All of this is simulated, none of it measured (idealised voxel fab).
This section sets out a process module, namely voxel transistor to metal.
Section shown: cut. Width: 195 nm. Cell size: 5 nm, square.
Reading order for cross-sections: top band down to bottom band. Underlying form: a grid of square cells. Band size: one or more rows of cells. Band: top and bottom heights (nm) first, top before bottom; then materials from left to right, widths in nm. "all across" marks a sole material filling the band edge to edge. "empty" denotes empty space. Height datum 0, below which the as-received substrate wafer is one material. Lowest band open at the bottom, running downward: "from 0 down". The two numbers in a width such as "30->40" mark its ends across the band: the first belongs to the top row of cells, the second to the bottom row, and from each row to the next the width moves by the same amount. What does "all unchanged" mean for a step? It means no cell of the cross-section changed in that step. Under "Enclosed internal voids" you'll find the enclosed gaps, the ones with no way out to the top, that are 8 cells or bigger; each reads width x height at distance, with distance counted from the left edge, everything in nm. If you see something after the settings on a step's line, that's the simulator's own remark about that step. overlay nm, on a step with a mask: how far to the right of its planned place the mask lay; to the left if negative.

Set out below are the planned steps of the process
1. RECEIVE (material Si)
2. CONFORMAL_DEP (material SiO2; thk nm 5)
3. CONFORMAL_DEP (material SiN; thk nm 15)
4. PATTERN (tone cover; mask id ACTIVE; material resist; width nm 115; thk nm 15; overlay nm 0)
5. DIRECTIONAL_ETCH (etch materials SiN; depth nm 15)
6. DIRECTIONAL_ETCH (etch materials SiO2; depth nm 5)
7. DIRECTIONAL_ETCH (etch materials Si; depth nm 35)
8. STRIP (etch materials resist)
9. OXIDIZE (depth nm 5)
10. FILL_DEP (material SiO2; thk nm 5)
11. CMP (height nm 20)
12. SELECTIVE_ETCH (etch materials SiO2; depth nm 10)
13. STRIP (etch materials SiN)
14. SELECTIVE_ETCH (etch materials SiO2; depth nm 5)
15. OXIDIZE (depth nm 5)
16. DIRECTIONAL_DEP (material polySi; thk nm 30)
17. DIRECTIONAL_DEP (material SiCN; thk nm 15)
18. PATTERN (tone cover; mask id GATE; material resist; width nm 35; thk nm 15; overlay nm 0)
19. DIRECTIONAL_ETCH (etch materials SiCN; depth nm 25)
20. DIRECTIONAL_ETCH (etch materials polySi; depth nm 40)
21. STRIP (etch materials resist)
22. CONFORMAL_DEP (material SiN; thk nm 5)
23. DIRECTIONAL_ETCH (etch materials SiN; depth nm 5)
24. DIRECTIONAL_ETCH (etch materials SiO2; depth nm 5)
25. DIRECTIONAL_ETCH (etch materials Si; depth nm 15)
26. EPI (material nSi; thk nm 20)
27. FILL_DEP (material SiO2; thk nm 5)
28. CMP (height nm 30)
29. STRIP (etch materials polySi)
30. SELECTIVE_ETCH (etch materials SiO2; depth nm 5)
31. CONFORMAL_DEP (material HfO2; thk nm 5)
32. CONFORMAL_DEP (material TiN; thk nm 5)
33. FILL_DEP (material W; thk nm 10)
34. CMP (height nm 25)
35. DIRECTIONAL_DEP (material SiO2; thk nm 15)
36. DIRECTIONAL_DEP (material aC; thk nm 15)
37. PATTERN (tone open; mask id CONTACT; material resist; width nm 15; pitch nm 90; thk nm 35; overlay nm 0)
38. DIRECTIONAL_ETCH (etch materials aC; depth nm 15)
39. STRIP (etch materials resist)
40. DIRECTIONAL_ETCH (etch materials SiO2; depth nm 40)
41. STRIP (etch materials aC)
42. CONFORMAL_DEP (material TiN; thk nm 5)
43. FILL_DEP (material W; thk nm 5)
44. CMP (height nm 40)
45. CONFORMAL_DEP (material SiCN; thk nm 5)
46. DIRECTIONAL_DEP (material SiO2; thk nm 20)
47. PATTERN (tone open; mask id METAL_1; material resist; width nm 15; pitch nm 90; thk nm 20; overlay nm 0)
48. DIRECTIONAL_ETCH (etch materials SiO2; depth nm 20)
49. DIRECTIONAL_ETCH (etch materials SiCN; depth nm 5)
50. STRIP (etch materials resist)
51. CONFORMAL_DEP (material TiN; thk nm 5)
52. FILL_DEP (material Cu; thk nm 10)
53. CMP (height nm 65)
54. EPI (material Ru; thk nm 5)
55. FILL_DEP (material SiCN; thk nm 5)
56. DIRECTIONAL_DEP (material SiO2; thk nm 25)
57. PATTERN (tone open; mask id METAL_2; material resist; width nm 15; pitch nm 90; thk nm 20; overlay nm 0)
58. DIRECTIONAL_ETCH (etch materials SiO2; depth nm 15)
59. STRIP (etch materials resist)
60. MASKED_ETCH (tone open; mask id METAL_2_HOLES; width nm 15; pitch nm 90; etch materials SiO2; depth nm 10; overlay nm 0)
61. MASKED_ETCH (tone open; mask id METAL_2_HOLES; width nm 15; pitch nm 90; etch materials SiCN; depth nm 5; overlay nm 0)
62. CONFORMAL_DEP (material TiN; thk nm 5)
63. FILL_DEP (material Cu; thk nm 10)
64. CMP (height nm 100)
65. CONFORMAL_DEP (material SiN; thk nm 5)

As-received state of the wafer in cross-section, equivalent to post-step 1
	from 0 down  Si all across
	Enclosed internal voids: none

End state of the module in cross-section, given the above starting point and plan and one mistake in execution
	from 105 to 100  SiN all across
	from 100 to 75  45 SiO2, 5 TiN, 5 Cu, 5 TiN, 75 SiO2, 5 TiN, 5 Cu, 5 TiN, 45 SiO2
	from 75 to 70  45 SiCN, 15 TiN, 75 SiCN, 15 TiN, 45 SiCN
	from 70 to 65  40 SiCN, 25 Ru, 65 SiCN, 25 Ru, 40 SiCN
	from 65 to 45  45 SiO2, 5 TiN, 5 Cu, 5 TiN, 75 SiO2, 5 TiN, 5 Cu, 5 TiN, 45 SiO2
	from 45 to 40  45 SiCN, 15 TiN, 75 SiCN, 15 TiN, 45 SiCN
	from 40 to 30  45 SiO2, 5 TiN, 5 W, 5 TiN, 75 SiO2, 5 TiN, 5 W, 5 TiN, 45 SiO2
	from 30 to 25  45 SiO2, 15 TiN, 75 SiO2, 15 TiN, 45 SiO2
	from 25 to 15  70 W, 5 TiN, 5 HfO2, 5 SiN, 25 SiO2, 5 SiN, 5 HfO2, 5 TiN, 70 W
	from 15 to 10  70 W, 5 TiN, 5 HfO2, 5 SiN, 25 nSi, 5 SiN, 5 HfO2, 5 TiN, 70 W
	from 10 to 5  40 TiN, 30 W, 5 TiN, 5 HfO2, 5 SiN, 25 nSi, 5 SiN, 5 HfO2, 5 TiN, 30 W, 40 TiN
	from 5 to 0  35 HfO2, 40 TiN, 5 HfO2, 5 SiN, 25 nSi, 5 SiN, 5 HfO2, 40 TiN, 35 HfO2
	from 0 to -5  30 SiO2, 55 HfO2, 25 nSi, 55 HfO2, 30 SiO2
	from -5 to -20  45 SiO2, 40 Si, 25 nSi, 40 Si, 45 SiO2
	from -20 to -40  45 SiO2, 105 Si, 45 SiO2
	from -40 down  Si all across
	Enclosed internal voids: none
The mistake made against the process plan was this: step 18 did not use the planned setting and instead ran as PATTERN (tone open; mask id GATE; material resist; width nm 35; thk nm 15; overlay nm 0)
